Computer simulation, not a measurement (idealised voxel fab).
Presented below is a process module, voxel released beams.
Pictured: cross-section cut, 235 nm wide, on a grid of 5 nm square cells.
Bands, listed from the top down, are how a cross-section gets written in this document; the cross-section itself is a grid of square cells, and a band is one or more rows of them. Heights first: top, then bottom, in nm. Then materials, left to right, each with a width in nm. "all across" on a single material: fills the band edge to edge. "blank": empty space. Basically, 0 is our baseline, since under it the wafer straight out of the box is all one material. The bottom band has no lower end and keeps on going down, so it looks like "0 -> down". Think of "30->40" as a width that walks from the first number to the second as you go down the band, top row to bottom row, taking equal-sized steps from row to row. You'll sometimes find "no alteration" written for a step, and that's the way of saying that nowhere in the cross-section did a cell change during that step. Listed in "Enclosed void inventory": every empty space of 8 or more cells without an open way to the top. Form: width x height at distance, the distance being from the left edge, all in nm. Formally, on a step line, whatever follows the settings is a remark that the simulator itself makes on the step. overlay nm: mask offset rightward from planned place, masked step; negative means leftward offset.

# Process steps foreseen in the plan
- 1: RECEIVE [material Si]
- 2: CONFORMAL_DEP [material Al2O3] [thk nm 5]
- 3: DIRECTIONAL_DEP [material SiO2] [thk nm 10]
- 4: DIRECTIONAL_DEP [material aC] [thk nm 10]
- 5: PATTERN [tone open] [mask id ANCHOR] [material resist] [width nm 35] [thk nm 30] [overlay nm 0]
- 6: DIRECTIONAL_ETCH [etch materials aC] [depth nm 10]
- 7: STRIP [etch materials resist]
- 8: DIRECTIONAL_ETCH [etch materials SiO2] [depth nm 10]
- 9: STRIP [etch materials aC]
- 10: CONFORMAL_DEP [material SiN] [thk nm 15]
- 11: PATTERN [tone cover] [mask id BEAM] [material resist] [width nm 120] [thk nm 15] [overlay nm 0]
- 12: DIRECTIONAL_ETCH [etch materials SiN] [depth nm 15]
- 13: STRIP [etch materials resist]
- 14: STRIP [etch materials SiO2]

# Cross-section: wafer on arrival = after step 1
	0 -> down = Si all across
	Enclosed void inventory: none

# First of two wafers, end-of-module section, run followed plan
	30 -> 20 = blank 55 nm, then SiN 20 nm, then blank 5 nm, then SiN 95 nm, then blank 60 nm
	20 -> 15 = blank 55 nm, then SiN 120 nm, then blank 60 nm
	15 -> 5 = blank 60 nm, then SiN 35 nm, then blank 140 nm
	5 -> 0 = Al2O3 all across
	0 -> down = Si all across
	Enclosed void inventory: none

# Cross-sectional view: second of two wafers, end of module; start and plan identical to the first, one mistake in running
	30 -> 15 = blank 55 nm, then SiN 120 nm, then blank 60 nm
	15 -> 10 = Al2O3 all across
	10 -> 0 = SiO2 all across
	0 -> down = Si all across
	Enclosed void inventory: none
Heads up, the wafer didn't run the way we planned it: step 2 ran in the slot meant for step 3, and vice versa
Count the cells at the end and the second wafer has more or fewer of some materials than the first: SiN: 12 fewer | SiO2: 94 more
